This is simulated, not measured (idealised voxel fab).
process module | voxel trench capacitor
The cross-section on display is named cut; it measures 205 nm wide, and its cells are 5 nm squares.
Throughout this document, each cross-section is represented as a grid of square cells and is presented as a sequence of bands enumerated from the top downward, where a band comprises one or more rows of cells. It is stipulated that each band's entry specify, in nanometres, the height of the top of the band and then that of its bottom, followed by the materials of the band in left-to-right sequence, each together with its width in nanometres. A single material marked by the word "edge to edge" is understood to fill the band from edge to edge; the word "empty" is understood to denote empty space. Measure heights from 0. That's the level where, below it, the as-received wafer is all one material. The lowest band is bottomless and extends downward; write it as in "z 0 and below". The two numbers in a width such as "30 to 40" mark its ends across the band: the first belongs to the top row of cells, the second to the bottom row, and from each row to the next the width moves by the same amount. It should be understood that the words "changes: none", when stated for a given step, signify that the cross-section underwent no change in any of its cells during that step. Look at "Non-vented voids" for the closed voids: empty spaces with no open path to the top, sized 8 cells or up. Each is width x height at distance, distance from the left edge, all nm. Heads up: the bit after the settings on a step's line is the simulator's remark on that step. overlay nm: for a step with a mask, the amount by which the mask lay right of where it was planned; a negative amount means left of it.
Steps planned for the process
1) RECEIVE: material Si
2) CONFORMAL_DEP: material SiN, thk nm 10
3) DIRECTIONAL_DEP: material aC, thk nm 15
4) PATTERN: tone open, mask id TRENCH, material resist, width nm 25, pitch nm 45, thk nm 35, overlay nm 0
5) DIRECTIONAL_ETCH: etch materials aC, depth nm 15
6) STRIP: etch materials resist
7) DIRECTIONAL_ETCH: etch materials SiN, depth nm 10
8) DIRECTIONAL_ETCH: etch materials Si, depth nm 40
9) STRIP: etch materials aC
10) CONFORMAL_DEP: material HfO2, thk nm 5
11) CONFORMAL_DEP: material TiN, thk nm 5
12) FILL_DEP: material W, thk nm 5
13) CMP: height nm 10
Shown in cross-section is the wafer as received, that is, as it stands after step 1
* z 0 and below  Si edge to edge
* Non-vented voids: none
Run as planned - first of the two wafers cross-sectioned at the end of the module
* z 10 to 0  65 SiN, then 5 HfO2, then 5 TiN, then 5 W, then 5 TiN, then 5 HfO2, then 20 SiN, then 5 HfO2, then 5 TiN, then 5 W, then 5 TiN, then 5 HfO2, then 70 SiN
* z 0 to -30  65 Si, then 5 HfO2, then 5 TiN, then 5 W, then 5 TiN, then 5 HfO2, then 20 Si, then 5 HfO2, then 5 TiN, then 5 W, then 5 TiN, then 5 HfO2, then 70 Si
* z -30 to -35  65 Si, then 5 HfO2, then 15 TiN, then 5 HfO2, then 20 Si, then 5 HfO2, then 15 TiN, then 5 HfO2, then 70 Si
* z -35 to -40  65 Si, then 25 HfO2, then 20 Si, then 25 HfO2, then 70 Si
* z -40 and below  Si edge to edge
* Non-vented voids: none
Here is the second of the two wafers cut open at the end of the module - same start, same plan as the first one, but we made one mistake running it
* z 10 to 0  65 SiN, then 5 HfO2, then 5 TiN, then 5 HfO2, then 5 TiN, then 5 HfO2, then 20 SiN, then 5 HfO2, then 5 TiN, then 5 HfO2, then 5 TiN, then 5 HfO2, then 70 SiN
* z 0 to -30  65 Si, then 5 HfO2, then 5 TiN, then 5 HfO2, then 5 TiN, then 5 HfO2, then 20 Si, then 5 HfO2, then 5 TiN, then 5 HfO2, then 5 TiN, then 5 HfO2, then 70 Si
* z -30 to -35  65 Si, then 5 HfO2, then 15 TiN, then 5 HfO2, then 20 Si, then 5 HfO2, then 15 TiN, then 5 HfO2, then 70 Si
* z -35 to -40  65 Si, then 25 HfO2, then 20 Si, then 25 HfO2, then 70 Si
* z -40 and below  Si edge to edge
* Non-vented voids: none
What was done differently from what was planned? step 12 was not run as planned; what actually ran was FILL_DEP: material HfO2, thk nm 5
Final tally in cells, some materials are higher or lower on the second wafer than on the first: +16 HfO2 | -16 W
